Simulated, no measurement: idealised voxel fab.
Proc. module: voxel tone inversion
Square cell edge 5 nm, section width 225 nm, ID cut.
A cross-section in this document is a grid of square cells, and it is written down as bands, the top band listed before the ones below it; a band is made up of one or more rows of cells.
Heads up on the band format: heights come first, top then bottom, in nm. After that it's the materials left to right, each with its width in nm. A single material flagged "everywhere" fills the whole band edge to edge, and "empty" means there's empty space there.
Zero point of the height axis is 0; under it, received wafer = one material. Lowest band: continues down indefinitely, "0..down".
You'd read "30 to 40" like this: the band's top row of cells is as wide as the first number, its bottom row is as wide as the second, and going down, every row changes width by the same amount as the row before did.
"all unchanged" after a step means that no cell of the cross-section changed.
Listed in "Completely enclosed voids": every empty space of 8 or more cells without an open way to the top. Form: width x height at distance, the distance being from the left edge, all in nm.
If you see something after the settings on a step's line, that's the simulator's own remark about that step.
A step line may carry the setting "overlay nm", which, for steps involving a mask, states the distance by which the mask lay to the right of its intended position; negative values denote displacement to the left.
# The process steps that were planned are listed below
1: RECEIVE: material Si
2: CONFORMAL_DEP: material SiN, thk nm 5
3: DIRECTIONAL_DEP: material polySi, thk nm 20
4: PATTERN: tone cover, mask id POSTS, material resist, width nm 25, pitch nm 40, thk nm 30, overlay nm 0
5: DIRECTIONAL_ETCH: etch materials polySi, depth nm 20
6: STRIP: etch materials resist
7: FILL_DEP: material lowk, thk nm 10
8: CMP: height nm 25
9: STRIP: etch materials polySi
# Step 1 complete: cross-section of the wafer as received
* 0..down | Si everywhere
* Completely enclosed voids: none
# Final wafer profile in cross-section after the module, from the same start and plan as above, with one mistake made during processing
* 25..5 | 40 of empty  25 of lowk  15 of empty  25 of lowk  15 of empty  25 of lowk  15 of empty  25 of lowk  40 of empty
* 5..0 | SiN everywhere
* 0..down | Si everywhere
* Completely enclosed voids: none
Error vs. plan: not per plan at step 4, really ran PATTERN: tone open, mask id POSTS, material resist, width nm 25, pitch nm 40, thk nm 30, overlay nm 0
